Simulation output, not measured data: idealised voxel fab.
The document below concerns the process module designated voxel ribs on slabs.
Cross-section cut: width 285 nm, square cells of 5 nm.
Cross-section = grid of square cells, listed top down in bands; band = one or more rows.
Top height, bottom height, nm. Materials left to right, width each, nm. Single material + "all across" = fills band edge to edge. "empty" = empty.
Heights from 0 (as-received wafer is one material below). Bottom band endless downward, as "0 and below".
So if you see something like "30..40" for the width, read it as the top row of the band sitting at the first number and the bottom row at the second, with every row in between moving by the same amount as the last.
No cell of the cross-section changed in a step that is given as "no change occurred".
You'll see "Closed void entries" listing empty spaces that have no way open to the top, as long as they're 8 cells or more; the notation is width x height at distance, where the distance is from the left edge, and all of it is in nm.
That trailing text on a step's line, after the settings, is the simulator's own remark on the step.
Regarding "overlay nm": on a step with a mask, it is the distance the mask lay to the right of its planned place; a negative value places it to the left.

# Below is the list of planned process steps
1) op RECEIVE | material Si
2) op DIRECTIONAL_DEP | material SiO2 | thk nm 25
3) op DIRECTIONAL_DEP | material polySi | thk nm 25
4) op PATTERN | tone cover | mask id RIB | material resist | width nm 30 | thk nm 20 | overlay nm 0
5) op DIRECTIONAL_ETCH | etch materials polySi | depth nm 5
6) op STRIP | etch materials resist
7) op PATTERN | tone cover | mask id SLAB | material resist | width nm 90 | thk nm 15 | overlay nm 0
8) op DIRECTIONAL_ETCH | etch materials polySi | depth nm 20
9) op STRIP | etch materials resist
10) op FILL_DEP | material SiO2 | thk nm 20
11) op CMP | height nm 65
12) op DIRECTIONAL_DEP | material W | thk nm 10
13) op MASKED_ETCH | tone cover | mask id HEATER | width nm 40 | etch materials W | depth nm 10 | overlay nm 0
14) op CONFORMAL_DEP | material SiO2 | thk nm 10

# The first of a set of two wafers, run to plan

# Cross-sectional view of the wafer in its as-received condition, corresponding to the state after step 1
  0 and below: Si all across
  Closed void entries: none

# Cross-section of the wafer after step 2
  25 down to 0: SiO2 all across
  Under 0: no change, same as before.

# Cross-section of the wafer after step 3
  50 down to 25: polySi all across
  Under 25: no change, same as before.

# Cross-section of the wafer after step 4
  70 down to 50: empty: 125 | resist: 30 | empty: 130
  Under 50: no change, same as before.

# Cross-section of the wafer after step 5
  70 down to 50: empty: 125 | resist: 30 | empty: 130
  50 down to 45: empty: 125 | polySi: 30 | empty: 130
  Under 45: no change, same as before.

# Cross-section of the wafer after step 6
  50 down to 45: empty: 125 | polySi: 30 | empty: 130
  Under 45: no change, same as before.

# Cross-section of the wafer after step 7
  65 down to 50: empty: 95 | resist: 90 | empty: 100
  50 down to 45: empty: 95 | resist: 30 | polySi: 30 | resist: 30 | empty: 100
  Under 45: no change, same as before.

# Cross-section of the wafer after step 8
  65 down to 50: empty: 95 | resist: 90 | empty: 100
  50 down to 45: empty: 95 | resist: 30 | polySi: 30 | resist: 30 | empty: 100
  45 down to 25: empty: 95 | polySi: 90 | empty: 100
  Under 25: no change, same as before.

# Cross-section of the wafer after step 9
  50 down to 45: empty: 125 | polySi: 30 | empty: 130
  Under 45: no change, same as before.

# Cross-section of the wafer after step 10
  70 down to 50: SiO2 all across
  50 down to 45: SiO2: 125 | polySi: 30 | SiO2: 130
  45 down to 25: SiO2: 95 | polySi: 90 | SiO2: 100
  Under 25: no change, same as before.

# Cross-section of the wafer after step 11
  65 down to 50: SiO2 all across
  Under 50: no change, same as before.

# Cross-section of the wafer after step 12
  75 down to 65: W all across
  Under 65: no change, same as before.

# Cross-section of the wafer after step 13
  75 down to 65: empty: 120 | W: 40 | empty: 125
  Under 65: no change, same as before.

# Cross-section of the wafer after step 14
  85 down to 75: empty: 110 | SiO2: 60 | empty: 115
  75 down to 65: SiO2: 120 | W: 40 | SiO2: 125
  Under 65: no change, same as before.

# Wafer two. Identical start, identical plan. One mistake in execution. Identical history through step 2

# Second wafer, cut view, end of step 3 per plan
  50 down to 25: W all across
  Under 25: no change, same as before.

# Second wafer, cut view, end of step 4 per plan
  70 down to 50: empty: 125 | resist: 30 | empty: 130
  Under 50: no change, same as before.

Second wafer, cut view, end of step 5 per plan: no change occurred

# Second wafer, cut view, end of step 6 per plan
  50 down to 25: W all across
  Under 25: no change, same as before.

# Second wafer, cut view, end of step 7 per plan
  65 down to 50: empty: 95 | resist: 90 | empty: 100
  Under 50: no change, same as before.

Second wafer, cut view, end of step 8 per plan: no change occurred

# Second wafer, cut view, end of step 9 per plan
  50 down to 25: W all across
  Under 25: no change, same as before.

# Second wafer, cut view, end of step 10 per plan
  70 down to 50: SiO2 all across
  Under 50: no change, same as before.

# Second wafer, cut view, end of step 11 per plan
  65 down to 50: SiO2 all across
  Under 50: no change, same as before.

# Second wafer, cut view, end of step 12 per plan
  75 down to 65: W all across
  Under 65: no change, same as before.

# Second wafer, cut view, end of step 13 per plan
  75 down to 65: empty: 120 | W: 40 | empty: 125
  Under 65: no change, same as before.

# Second wafer, cut view, end of step 14 per plan
  85 down to 75: empty: 110 | SiO2: 60 | empty: 115
  75 down to 65: SiO2: 120 | W: 40 | SiO2: 125
  Under 65: no change, same as before.
What broke from the plan during processing? step 3 did not use the planned setting and instead ran as op DIRECTIONAL_DEP | material W | thk nm 25
Final difference in cells, second wafer against first, listed per material as more or fewer: -207 SiO2, +285 W, -78 polySi
